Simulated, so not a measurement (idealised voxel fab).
Presented below is a process module, voxel wiring stack.
The cross-section on display is named cut; it measures 260 nm wide, and its cells are 5 nm squares.
When this document writes out a cross-section, it uses a grid of square cells and lists it as bands, beginning at the top and moving down, with a band standing for one or more rows of cells. The entry gives the band's vertical extent as a top height and a bottom height in nm, then its horizontal make-up as materials from left to right, each with a width in nm. "blank" stands for empty space; a single material marked "full width" fills the band edge to edge. Where do heights start? At 0: under that level the wafer as delivered is made of one material only. And the lowest band has no floor; it just carries on downward, as in "0 -> down". The width entry "30..40" should be interpreted row by row: the top row of cells in the band takes the first number, the bottom row takes the second number, and the change between adjacent rows is uniform throughout. A step reported as "nothing different" is a step in which no cell of the cross-section changed. For the entry "Cavities, sealed", the listed items are empty spaces with no open way to the top whose size is 8 cells or more; each item follows the pattern width x height at distance, where distance is from the left edge and all three are in nm. after a step's settings: what the simulator itself notes on the step. overlay nm: on a step with a mask, how far right of its planned place the mask lay; negative means left.
Intended process steps:
1 RECEIVE: material Si
2 CONFORMAL_DEP: material SiO2, thk nm 10
3 DIRECTIONAL_DEP: material TiN, thk nm 5
4 DIRECTIONAL_DEP: material W, thk nm 25
5 MASKED_ETCH: tone cover, mask id METAL_1, width nm 25, pitch nm 40, etch materials W, depth nm 25, overlay nm 0
6 MASKED_ETCH: tone cover, mask id METAL_1, width nm 25, pitch nm 40, etch materials TiN, depth nm 5, overlay nm 0
7 FILL_DEP: material lowk, thk nm 5
8 CMP: height nm 40
9 CONFORMAL_DEP: material SiCN, thk nm 5
10 DIRECTIONAL_DEP: material SiO2, thk nm 10
11 PATTERN: tone open, mask id PLUG_1, material resist, width nm 15, pitch nm 40, thk nm 15, overlay nm 0
12 DIRECTIONAL_ETCH: etch materials SiO2, depth nm 10
13 DIRECTIONAL_ETCH: etch materials SiCN, depth nm 5
14 STRIP: etch materials resist
15 CONFORMAL_DEP: material TiN, thk nm 5
16 FILL_DEP: material Ru, thk nm 10
17 CMP: height nm 55
18 DIRECTIONAL_DEP: material TiN, thk nm 5
19 DIRECTIONAL_DEP: material Ru, thk nm 25
20 DIRECTIONAL_DEP: material aC, thk nm 15
21 PATTERN: tone cover, mask id METAL_2, material resist, width nm 25, pitch nm 40, thk nm 35, overlay nm 0
22 DIRECTIONAL_ETCH: etch materials aC, depth nm 15
23 STRIP: etch materials resist
24 DIRECTIONAL_ETCH: etch materials Ru, depth nm 25
25 DIRECTIONAL_ETCH: etch materials TiN, depth nm 5
26 STRIP: etch materials aC
27 CONFORMAL_DEP: material SiCN, thk nm 5
28 FILL_DEP: material SiO2, thk nm 5
29 CMP: height nm 85
30 CONFORMAL_DEP: material SiCN, thk nm 5
31 DIRECTIONAL_DEP: material lowk, thk nm 20
32 PATTERN: tone open, mask id PLUG_2, material resist, width nm 15, pitch nm 80, thk nm 20, overlay nm 0
33 DIRECTIONAL_ETCH: etch materials lowk, depth nm 20
34 DIRECTIONAL_ETCH: etch materials SiCN, depth nm 5
35 STRIP: etch materials resist
36 CONFORMAL_DEP: material TiN, thk nm 5
37 FILL_DEP: material Ru, thk nm 5
38 CMP: height nm 110
39 CONFORMAL_DEP: material SiN, thk nm 5
40 DIRECTIONAL_DEP: material SiO2, thk nm 15
41 MASKED_ETCH: tone open, mask id METAL_3, width nm 15, pitch nm 40, etch materials SiO2, depth nm 15, overlay nm 0
42 MASKED_ETCH: tone open, mask id METAL_3, width nm 25, pitch nm 40, etch materials SiN, depth nm 5, overlay nm 0
43 CONFORMAL_DEP: material TiN, thk nm 5
44 FILL_DEP: material Cu, thk nm 5
45 CMP: height nm 130
46 CONFORMAL_DEP: material SiCN, thk nm 5
Variable across wafers: step 41 width nm (plan value is that of the first wafer; starting state common to all).
As-received cross-section, first of several wafers, post step 1:
	0 -> down = Si full width
	Cavities, sealed: none
End of module, by wafer: material-by-material cell gain (+) or loss (-) since receipt, then closed voids:
width nm 15 | +12 Cu | +116 Ru | +210 SiCN | +40 SiN | +424 SiO2 | +126 TiN | +100 W | +376 lowk | Cavities, sealed: none
width nm 20 | +24 Cu | +116 Ru | +210 SiCN | +36 SiN | +412 SiO2 | +130 TiN | +100 W | +376 lowk | Cavities, sealed: none
width nm 25 | +36 Cu | +116 Ru | +210 SiCN | +32 SiN | +400 SiO2 | +134 TiN | +100 W | +376 lowk | Cavities, sealed: none
